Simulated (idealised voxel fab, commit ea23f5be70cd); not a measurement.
Process module under the name voxel fin reveal
Cross-section cut spans 230 nm and uses square cells 5 nm in size.
Cross-section layout: square cells on a grid; listed as bands, top to bottom; a band spans one or more cell rows. Read a band's entry like this: the first values are the height of its top and the height of its bottom in nm, and what follows is the sequence of materials from left to right, each with its width in nm. Note that "empty" is empty space, and that a single material marked "full width" reaches across the band from edge to edge. Heads up on the height convention: 0 is the point under which the incoming wafer is all one material, and the lowest band has no bottom, it just keeps going down, like "0 and below". A width given as "30->40" starts at the first number in the band's top row and ends at the second number in its bottom row, shifting by an equal amount at every step from row to row. "stayed the same" after a step means that no cell of the cross-section changed. Empty spaces counting at least 8 cells and having no open way to the top are listed in "Sealed void listing". The notation width x height at distance is used for each, the distance being from the left edge and all three values in nm. If you see something after the settings on a step's line, that's the simulator's own remark about that step. On any step carrying a mask, the "overlay nm" setting, if present on the step's line, tells how far right of its planned place the mask lay; negative values point to the left.
List of planned process steps:
step 1: RECEIVE (material Si)
step 2: CONFORMAL_DEP (material SiN; thk nm 10)
step 3: PATTERN (tone cover; mask id FINS; material resist; width nm 15; pitch nm 35; thk nm 20; overlay nm 0)
step 4: DIRECTIONAL_ETCH (etch materials SiN; depth nm 10)
step 5: DIRECTIONAL_ETCH (etch materials Si; depth nm 40)
step 6: STRIP (etch materials resist)
step 7: OXIDIZE (depth nm 5)
step 8: FILL_DEP (material SiO2; thk nm 15)
step 9: CMP (height nm 10)
step 10: SELECTIVE_ETCH (etch materials SiO2; depth nm 20)
step 11: STRIP (etch materials SiN)
step 12: CONFORMAL_DEP (material SiO2; thk nm 5)
Received-state cross-section, reflecting completion of step 1:
	0 and below: Si full width
	Sealed void listing: none
Look at the cross-section after the module: the wafer started out the way shown above and the plan was the one shown above, yet one mistake was made along the way:
	0 down to -10: empty 95, then Si 5, then empty 30, then Si 5, then empty 95
	-10 down to -45: SiO2 95, then Si 5, then SiO2 30, then Si 5, then SiO2 95
	-45 and below: Si full width
	Sealed void listing: none
Heads up, the wafer didn't run the way we planned it: no execution of plan step 12; skipped
